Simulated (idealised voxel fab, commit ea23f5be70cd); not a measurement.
Title: Process Module voxel ribs on slabs
Each square cell in cross-section cut measures 5 nm, and the section as a whole is 300 nm wide.
In this document a cross-section is written as a grid of square cells. It is given as a series of bands, listed from the top down, and a band is one or more rows of cells. Look at the band entry: it leads with the top's height and the bottom's height in nm. Then it lists the materials left to right, with a width in nm for each. The word "all across" on a single material says that material fills the band edge to edge. The word "empty" is empty space. Height 0 is the level under which the wafer as received is all one material. The lowest band goes on downwards, as in "0..down". Think of "30..40" as a width that walks from the first number to the second as you go down the band, top row to bottom row, taking equal-sized steps from row to row. "stayed the same" for a step: no cell of the cross-section changed in that step. What "Unvented voids" gives you is every empty space of 8 cells or more that is cut off from the top. Each appears as width x height at distance, with the distance taken from the left edge and width, height and distance all in nm. It should be noted that, on the line of a given step, the content following the step's settings is a remark produced by the simulator itself with respect to that step. The setting "overlay nm" may be written on the line of a step. When the step uses a mask, the value reports how far to the right of the planned place the mask lay, and a negative value reports that it lay to the left.
### Below is the list of planned process steps
1) RECEIVE [material Si]
2) DIRECTIONAL_DEP [material SiO2] [thk nm 25]
3) DIRECTIONAL_DEP [material polySi] [thk nm 20]
4) PATTERN [tone cover] [mask id RIB] [material resist] [width nm 20] [thk nm 15] [overlay nm 0]
5) DIRECTIONAL_ETCH [etch materials polySi] [depth nm 15]
6) STRIP [etch materials resist]
7) PATTERN [tone cover] [mask id SLAB] [material resist] [width nm 90] [thk nm 20] [overlay nm 0]
8) DIRECTIONAL_ETCH [etch materials polySi] [depth nm 5]
9) STRIP [etch materials resist]
10) FILL_DEP [material SiO2] [thk nm 20]
11) CMP [height nm 60]
12) DIRECTIONAL_DEP [material W] [thk nm 5]
13) PATTERN [tone cover] [mask id HEATER] [material resist] [width nm 40] [thk nm 20] [overlay nm 0]
14) DIRECTIONAL_ETCH [etch materials W] [depth nm 5]
15) STRIP [etch materials resist]
16) CONFORMAL_DEP [material SiN] [thk nm 5]
It is noted that the wafers described herein are identical at the outset and are distinguished by the width nm of step 4; the value stated in the plan corresponds to the first wafer.
### Cut through the first of several wafers as received, post step 1
> 0..down: Si all across
> Unvented voids: none
### first wafer at the end, after step 16
> 70..65: empty 125 nm  SiN 50 nm  empty 125 nm
> 65..60: SiN 130 nm  W 40 nm  SiN 130 nm
> 60..45: SiO2 all across
> 45..30: SiO2 140 nm  polySi 20 nm  SiO2 140 nm
> 30..25: SiO2 105 nm  polySi 90 nm  SiO2 105 nm
> 25..0: SiO2 all across
> 0..down: Si all across
> Unvented voids: none
### Last wafer of the set, cross-sectioned at end of module
> 70..65: empty 125 nm  SiN 50 nm  empty 125 nm
> 65..60: SiN 130 nm  W 40 nm  SiN 130 nm
> 60..45: SiO2 all across
> 45..30: SiO2 130 nm  polySi 45 nm  SiO2 125 nm
> 30..25: SiO2 105 nm  polySi 90 nm  SiO2 105 nm
> 25..0: SiO2 all across
> 0..down: Si all across
> Unvented voids: none
### Tabulated below, wafer by wafer, are the end-of-module results: for each material, the number of cells gained (+) or lost (-) relative to the as-received state, followed by the closed voids
width nm 20 | +62 SiN | +690 SiO2 | +8 W | +30 polySi | Unvented voids: none
width nm 25 | +62 SiN | +687 SiO2 | +8 W | +33 polySi | Unvented voids: none
width nm 30 | +62 SiN | +684 SiO2 | +8 W | +36 polySi | Unvented voids: none
width nm 35 | +62 SiN | +681 SiO2 | +8 W | +39 polySi | Unvented voids: none
width nm 40 | +62 SiN | +678 SiO2 | +8 W | +42 polySi | Unvented voids: none
width nm 45 | +62 SiN | +675 SiO2 | +8 W | +45 polySi | Unvented voids: none
